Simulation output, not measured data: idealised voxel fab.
Process module under the name voxel ribs on slabs
In the cross-section labelled cut, the width is 145 nm and each square cell is 5 nm.
This document writes a cross-section as a grid whose cells are square, and gives it as bands, listed from the top down; one or more rows of cells form a band. The entry gives the band's vertical extent as a top height and a bottom height in nm, then its horizontal make-up as materials from left to right, each with a width in nm. "air" stands for empty space; a single material marked "edge to edge" fills the band edge to edge. Basically, 0 is our baseline, since under it the wafer straight out of the box is all one material. The bottom band has no lower end and keeps on going down, so it looks like "top 0, no bottom". You'd read "30->40" like this: the band's top row of cells is as wide as the first number, its bottom row is as wide as the second, and going down, every row changes width by the same amount as the row before did. Where the words "no modification" appear for a step, the cross-section shows no cell changed by that step; every cell remained as before. "Closed voids list": empty spaces of 8 cells or more with no open way to the top, each given as width x height at distance, distance from the left edge, all in nm. If you see something after the settings on a step's line, that's the simulator's own remark about that step. "overlay nm" denotes, for a step that has a mask, the displacement of the mask to the right of its planned place, with negative values corresponding to the left.

## This section lists the process steps that were planned
1. RECEIVE,material Si
2. DIRECTIONAL_DEP,material SiO2,thk nm 25
3. DIRECTIONAL_DEP,material polySi,thk nm 20
4. DIRECTIONAL_DEP,material aC,thk nm 15
5. PATTERN,tone cover,mask id RIB,material resist,width nm 30,thk nm 30,overlay nm 0
6. DIRECTIONAL_ETCH,etch materials aC,depth nm 15
7. STRIP,etch materials resist
8. DIRECTIONAL_ETCH,etch materials polySi,depth nm 10
9. STRIP,etch materials aC
10. DIRECTIONAL_DEP,material aC,thk nm 10
11. PATTERN,tone cover,mask id SLAB,material resist,width nm 80,thk nm 25,overlay nm 0
12. DIRECTIONAL_ETCH,etch materials aC,depth nm 10
13. STRIP,etch materials resist
14. DIRECTIONAL_ETCH,etch materials polySi,depth nm 10
15. STRIP,etch materials aC
16. FILL_DEP,material SiO2,thk nm 20
17. CMP,height nm 55
18. DIRECTIONAL_DEP,material W,thk nm 5
19. DIRECTIONAL_DEP,material aC,thk nm 15
20. PATTERN,tone cover,mask id HEATER,material resist,width nm 40,thk nm 30,overlay nm 0
21. DIRECTIONAL_ETCH,etch materials aC,depth nm 15
22. STRIP,etch materials resist
23. DIRECTIONAL_ETCH,etch materials W,depth nm 5
24. STRIP,etch materials aC
25. CONFORMAL_DEP,material SiO2,thk nm 10

## First wafer out of two, processed as planned

## Cross-section of the wafer at receipt, which is the condition after step 1
- top 0, no bottom = Si edge to edge
- Closed voids list: none

## So this is the wafer cross-section right after step 2
- top 25, bottom 0 = SiO2 edge to edge
- Heights below 0 show no change.

## So this is the wafer cross-section right after step 3
- top 45, bottom 25 = polySi edge to edge
- Heights below 25 show no change.

## So this is the wafer cross-section right after step 4
- top 60, bottom 45 = aC edge to edge
- Heights below 45 show no change.

## So this is the wafer cross-section right after step 5
- top 90, bottom 60 = air 55 nm, then resist 30 nm, then air 60 nm
- Heights below 60 show no change.

## So this is the wafer cross-section right after step 6
- top 75, bottom 60 = air 55 nm, then resist 30 nm, then air 60 nm
- top 60, bottom 45 = air 55 nm, then aC 30 nm, then air 60 nm
- Heights below 45 show no change.

## So this is the wafer cross-section right after step 7
- top 60, bottom 45 = air 55 nm, then aC 30 nm, then air 60 nm
- Heights below 45 show no change.

## So this is the wafer cross-section right after step 8
- top 60, bottom 45 = air 55 nm, then aC 30 nm, then air 60 nm
- top 45, bottom 35 = air 55 nm, then polySi 30 nm, then air 60 nm
- Heights below 35 show no change.

## So this is the wafer cross-section right after step 9
- top 45, bottom 35 = air 55 nm, then polySi 30 nm, then air 60 nm
- Heights below 35 show no change.

## So this is the wafer cross-section right after step 10
- top 55, bottom 45 = air 55 nm, then aC 30 nm, then air 60 nm
- top 45, bottom 35 = aC 55 nm, then polySi 30 nm, then aC 60 nm
- Heights below 35 show no change.

## So this is the wafer cross-section right after step 11
- top 80, bottom 55 = air 30 nm, then resist 80 nm, then air 35 nm
- top 55, bottom 45 = air 30 nm, then resist 25 nm, then aC 30 nm, then resist 25 nm, then air 35 nm
- Heights below 45 show no change.

## So this is the wafer cross-section right after step 12
- top 70, bottom 55 = air 30 nm, then resist 80 nm, then air 35 nm
- top 55, bottom 45 = air 30 nm, then resist 25 nm, then aC 30 nm, then resist 25 nm, then air 35 nm
- top 45, bottom 35 = air 30 nm, then aC 25 nm, then polySi 30 nm, then aC 25 nm, then air 35 nm
- Heights below 35 show no change.

## So this is the wafer cross-section right after step 13
- top 55, bottom 45 = air 55 nm, then aC 30 nm, then air 60 nm
- Heights below 45 show no change.

## So this is the wafer cross-section right after step 14
- top 55, bottom 45 = air 55 nm, then aC 30 nm, then air 60 nm
- top 45, bottom 35 = air 30 nm, then aC 25 nm, then polySi 30 nm, then aC 25 nm, then air 35 nm
- top 35, bottom 25 = air 30 nm, then polySi 80 nm, then air 35 nm
- Heights below 25 show no change.

## So this is the wafer cross-section right after step 15
- top 45, bottom 35 = air 55 nm, then polySi 30 nm, then air 60 nm
- Heights below 35 show no change.

## So this is the wafer cross-section right after step 16
- top 65, bottom 45 = SiO2 edge to edge
- top 45, bottom 35 = SiO2 55 nm, then polySi 30 nm, then SiO2 60 nm
- top 35, bottom 25 = SiO2 30 nm, then polySi 80 nm, then SiO2 35 nm
- Heights below 25 show no change.

## So this is the wafer cross-section right after step 17
- top 55, bottom 45 = SiO2 edge to edge
- Heights below 45 show no change.

## So this is the wafer cross-section right after step 18
- top 60, bottom 55 = W edge to edge
- Heights below 55 show no change.

## So this is the wafer cross-section right after step 19
- top 75, bottom 60 = aC edge to edge
- Heights below 60 show no change.

## So this is the wafer cross-section right after step 20
- top 105, bottom 75 = air 50 nm, then resist 40 nm, then air 55 nm
- Heights below 75 show no change.

## So this is the wafer cross-section right after step 21
- top 90, bottom 75 = air 50 nm, then resist 40 nm, then air 55 nm
- top 75, bottom 60 = air 50 nm, then aC 40 nm, then air 55 nm
- Heights below 60 show no change.

## So this is the wafer cross-section right after step 22
- top 75, bottom 60 = air 50 nm, then aC 40 nm, then air 55 nm
- Heights below 60 show no change.

## So this is the wafer cross-section right after step 23
- top 75, bottom 60 = air 50 nm, then aC 40 nm, then air 55 nm
- top 60, bottom 55 = air 50 nm, then W 40 nm, then air 55 nm
- Heights below 55 show no change.

## So this is the wafer cross-section right after step 24
- top 60, bottom 55 = air 50 nm, then W 40 nm, then air 55 nm
- Heights below 55 show no change.

## So this is the wafer cross-section right after step 25
- top 70, bottom 65 = air 40 nm, then SiO2 60 nm, then air 45 nm
- top 65, bottom 60 = SiO2 edge to edge
- top 60, bottom 55 = SiO2 50 nm, then W 40 nm, then SiO2 55 nm
- Heights below 55 show no change.

## Second wafer - shared start and plan with the first - one error in running - same as the first up to step 2 inclusive

## Here is the second wafer in cross-section at the point where step 3 of the plan should have been done
- top 65, bottom 25 = polySi edge to edge
- Heights below 25 show no change.

## Here is the second wafer in cross-section at the point where step 4 of the plan should have been done
- top 80, bottom 65 = aC edge to edge
- Heights below 65 show no change.

## Here is the second wafer in cross-section at the point where step 5 of the plan should have been done
- top 110, bottom 80 = air 55 nm, then resist 30 nm, then air 60 nm
- Heights below 80 show no change.

## Here is the second wafer in cross-section at the point where step 6 of the plan should have been done
- top 95, bottom 80 = air 55 nm, then resist 30 nm, then air 60 nm
- top 80, bottom 65 = air 55 nm, then aC 30 nm, then air 60 nm
- Heights below 65 show no change.

## Here is the second wafer in cross-section at the point where step 7 of the plan should have been done
- top 80, bottom 65 = air 55 nm, then aC 30 nm, then air 60 nm
- Heights below 65 show no change.

## Here is the second wafer in cross-section at the point where step 8 of the plan should have been done
- top 80, bottom 65 = air 55 nm, then aC 30 nm, then air 60 nm
- top 65, bottom 55 = air 55 nm, then polySi 30 nm, then air 60 nm
- Heights below 55 show no change.

## Here is the second wafer in cross-section at the point where step 9 of the plan should have been done
- top 65, bottom 55 = air 55 nm, then polySi 30 nm, then air 60 nm
- Heights below 55 show no change.

## Here is the second wafer in cross-section at the point where step 10 of the plan should have been done
- top 75, bottom 65 = air 55 nm, then aC 30 nm, then air 60 nm
- top 65, bottom 55 = aC 55 nm, then polySi 30 nm, then aC 60 nm
- Heights below 55 show no change.

## Here is the second wafer in cross-section at the point where step 11 of the plan should have been done
- top 100, bottom 75 = air 30 nm, then resist 80 nm, then air 35 nm
- top 75, bottom 65 = air 30 nm, then resist 25 nm, then aC 30 nm, then resist 25 nm, then air 35 nm
- Heights below 65 show no change.

## Here is the second wafer in cross-section at the point where step 12 of the plan should have been done
- top 90, bottom 75 = air 30 nm, then resist 80 nm, then air 35 nm
- top 75, bottom 65 = air 30 nm, then resist 25 nm, then aC 30 nm, then resist 25 nm, then air 35 nm
- top 65, bottom 55 = air 30 nm, then aC 25 nm, then polySi 30 nm, then aC 25 nm, then air 35 nm
- Heights below 55 show no change.

## Here is the second wafer in cross-section at the point where step 13 of the plan should have been done
- top 75, bottom 65 = air 55 nm, then aC 30 nm, then air 60 nm
- Heights below 65 show no change.

## Here is the second wafer in cross-section at the point where step 14 of the plan should have been done
- top 75, bottom 65 = air 55 nm, then aC 30 nm, then air 60 nm
- top 65, bottom 55 = air 30 nm, then aC 25 nm, then polySi 30 nm, then aC 25 nm, then air 35 nm
- top 55, bottom 45 = air 30 nm, then polySi 80 nm, then air 35 nm
- Heights below 45 show no change.

## Here is the second wafer in cross-section at the point where step 15 of the plan should have been done
- top 65, bottom 55 = air 55 nm, then polySi 30 nm, then air 60 nm
- Heights below 55 show no change.

## Here is the second wafer in cross-section at the point where step 16 of the plan should have been done
- top 85, bottom 65 = SiO2 edge to edge
- top 65, bottom 55 = SiO2 55 nm, then polySi 30 nm, then SiO2 60 nm
- top 55, bottom 45 = SiO2 30 nm, then polySi 80 nm, then SiO2 35 nm
- Heights below 45 show no change.

## Here is the second wafer in cross-section at the point where step 17 of the plan should have been done
- top 55, bottom 45 = SiO2 30 nm, then polySi 80 nm, then SiO2 35 nm
- Heights below 45 show no change.

## Here is the second wafer in cross-section at the point where step 18 of the plan should have been done
- top 60, bottom 55 = W edge to edge
- Heights below 55 show no change.

## Here is the second wafer in cross-section at the point where step 19 of the plan should have been done
- top 75, bottom 60 = aC edge to edge
- Heights below 60 show no change.

## Here is the second wafer in cross-section at the point where step 20 of the plan should have been done
- top 105, bottom 75 = air 50 nm, then resist 40 nm, then air 55 nm
- Heights below 75 show no change.

## Here is the second wafer in cross-section at the point where step 21 of the plan should have been done
- top 90, bottom 75 = air 50 nm, then resist 40 nm, then air 55 nm
- top 75, bottom 60 = air 50 nm, then aC 40 nm, then air 55 nm
- Heights below 60 show no change.

## Here is the second wafer in cross-section at the point where step 22 of the plan should have been done
- top 75, bottom 60 = air 50 nm, then aC 40 nm, then air 55 nm
- Heights below 60 show no change.

## Here is the second wafer in cross-section at the point where step 23 of the plan should have been done
- top 75, bottom 60 = air 50 nm, then aC 40 nm, then air 55 nm
- top 60, bottom 55 = air 50 nm, then W 40 nm, then air 55 nm
- Heights below 55 show no change.

## Here is the second wafer in cross-section at the point where step 24 of the plan should have been done
- top 60, bottom 55 = air 50 nm, then W 40 nm, then air 55 nm
- Heights below 55 show no change.

## Here is the second wafer in cross-section at the point where step 25 of the plan should have been done
- top 70, bottom 65 = air 40 nm, then SiO2 60 nm, then air 45 nm
- top 65, bottom 60 = SiO2 edge to edge
- top 60, bottom 55 = SiO2 50 nm, then W 40 nm, then SiO2 55 nm
- Heights below 55 show no change.
Deviation noted in wafer processing: plan step 3 was conducted twice
The final cell counts differ between the wafers, with the second having more or fewer of some materials than the first: 104 fewer of SiO2 | 104 more of polySi
